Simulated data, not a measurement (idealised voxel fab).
Presented below is a process module, voxel tone inversion.
Cross-sectional view cut (width: 270 nm; square cell size: 5 nm).
Notation: cross-section as square-cell grid; stated in bands, top first, going down; one or more cell rows per band.
Basically the band line says how high the top is and how high the bottom is, in nm, and then what's in it from left to right, every material with its width in nm. Empty space shows up as "empty", and if a single material carries "all across" it runs the full band edge to edge.
Where do heights start? At 0: under that level the wafer as delivered is made of one material only. And the lowest band has no floor; it just carries on downward, as in "from 0 down".
The notation "30..40" denotes a width that varies across the rows of cells in the band, beginning at the first number in the top row, finishing at the second number in the bottom row, and changing by an identical amount from each row to the next.
No cell of the cross-section changed in a step that is given as "stayed the same".
Any empty space of 8 cells or more lacking an open way to the top shows up in "Closed empty spaces" as width x height at distance, distance from the left edge, in nm.
Step line, after settings: the simulator's comment on this step.
"overlay nm" answers the question of how far to the right of plan the mask lay on a step that has a mask, and when it is negative the answer is to the left.
Set out below are the planned steps of the process:
1) RECEIVE with material Si
2) CONFORMAL_DEP with material SiCN, thk nm 5
3) DIRECTIONAL_DEP with material aC, thk nm 25
4) PATTERN with tone cover, mask id POSTS, material resist, width nm 15, pitch nm 45, thk nm 35, overlay nm 0
5) DIRECTIONAL_ETCH with etch materials aC, depth nm 25
6) STRIP with etch materials resist
7) FILL_DEP with material lowk, thk nm 5
8) CMP with height nm 30
9) STRIP with etch materials aC
Variable across wafers: step 4 width nm (plan value is that of the first wafer; starting state common to all).
Cross-section, first of several wafers, as delivered after step 1:
- from 0 down  Si all across
- Closed empty spaces: none
Cross-section after step 9, the final step of the module, for the first of several wafers:
- from 30 to 5  lowk=105; empty=15; lowk=30; empty=15; lowk=105
- from 5 to 0  SiCN all across
- from 0 down  Si all across
- Closed empty spaces: none
Cross-sectional depiction of the last of several wafers upon completion of the module:
- from 30 to 5  lowk=100; empty=30; lowk=15; empty=30; lowk=95
- from 5 to 0  SiCN all across
- from 0 down  Si all across
- Closed empty spaces: none
The following table contains a row per wafer, in which are reported, at the conclusion of the module, the cells of each material gained (+) or lost (-) since the wafer's receipt, with its closed voids given thereafter:
width nm 15 | +54 SiCN | +240 lowk | Closed empty spaces: none
width nm 20 | +54 SiCN | +230 lowk | Closed empty spaces: none
width nm 25 | +54 SiCN | +220 lowk | Closed empty spaces: none
width nm 30 | +54 SiCN | +210 lowk | Closed empty spaces: none
